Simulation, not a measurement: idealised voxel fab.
Process module under the name voxel ribs on slabs
Square cells of 5 nm make up the cross-section cut, whose width is 200 nm.
Cross-section, as written here: a square-cell grid given band by band from the top down, where a band holds one or more rows of cells.
It is stipulated that each band's entry specify, in nanometres, the height of the top of the band and then that of its bottom, followed by the materials of the band in left-to-right sequence, each together with its width in nanometres. A single material marked by the word "everywhere" is understood to fill the band from edge to edge; the word "blank" is understood to denote empty space.
Below 0: as-received wafer, all one material; heights counted from there. Lowest band: no bottom, goes on down, written "z 0 and below".
The expression "30..40" gives the width at the extremes of the band, the first number at its top row of cells and the second at its bottom row, with the width changing by equal amounts from each row to the next in between.
Given "changes: none" for a step, no cell of the cross-section differs between before and after that step.
Basically, "Fully enclosed voids" tells you about the enclosed voids: empty spaces with no open way to the top, 8 cells or bigger, each written width x height at distance, where distance is from the left edge, all in nm.
Where a step's line continues beyond its settings, the continuation is a remark by the simulator itself on that step.
overlay nm: step with mask; distance mask lay right of planned place; negative value = left of planned place.
The steps planned for the process are as follows:
1. RECEIVE with material Si
2. DIRECTIONAL_DEP with material SiO2, thk nm 20
3. DIRECTIONAL_DEP with material polySi, thk nm 15
4. DIRECTIONAL_DEP with material aC, thk nm 10
5. PATTERN with tone cover, mask id RIB, material resist, width nm 30, thk nm 30, overlay nm 0
6. DIRECTIONAL_ETCH with etch materials aC, depth nm 10
7. STRIP with etch materials resist
8. DIRECTIONAL_ETCH with etch materials polySi, depth nm 10
9. STRIP with etch materials aC
10. MASKED_ETCH with tone cover, mask id SLAB, width nm 60, etch materials polySi, depth nm 5, overlay nm 0
11. FILL_DEP with material SiO2, thk nm 20
12. CMP with height nm 45
13. DIRECTIONAL_DEP with material TiN, thk nm 10
14. DIRECTIONAL_DEP with material aC, thk nm 10
15. PATTERN with tone cover, mask id HEATER, material resist, width nm 40, thk nm 30, overlay nm 0
16. DIRECTIONAL_ETCH with etch materials aC, depth nm 10
17. STRIP with etch materials resist
18. DIRECTIONAL_ETCH with etch materials TiN, depth nm 10
19. STRIP with etch materials aC
20. CONFORMAL_DEP with material SiO2, thk nm 5
Wafer cross-section on receipt, i.e. after step 1:
> z 0 and below: Si everywhere
> Fully enclosed voids: none
The module was run from the start shown above using the plan shown above, but one mistake was made doing it; the resulting wafer cross-section is below:
> z 60 to 55: blank 75 nm, SiO2 50 nm, blank 75 nm
> z 55 to 50: blank 75 nm, SiO2 5 nm, TiN 40 nm, SiO2 5 nm, blank 75 nm
> z 50 to 45: SiO2 80 nm, TiN 40 nm, SiO2 80 nm
> z 45 to 35: SiO2 everywhere
> z 35 to 25: SiO2 95 nm, polySi 30 nm, SiO2 75 nm
> z 25 to 20: SiO2 70 nm, polySi 60 nm, SiO2 70 nm
> z 20 to 0: SiO2 everywhere
> z 0 and below: Si everywhere
> Fully enclosed voids: none
Want to know what went wrong? off-plan run, step 5, actual operation and settings PATTERN with tone cover, mask id RIB, material resist, width nm 30, thk nm 30, overlay nm 10
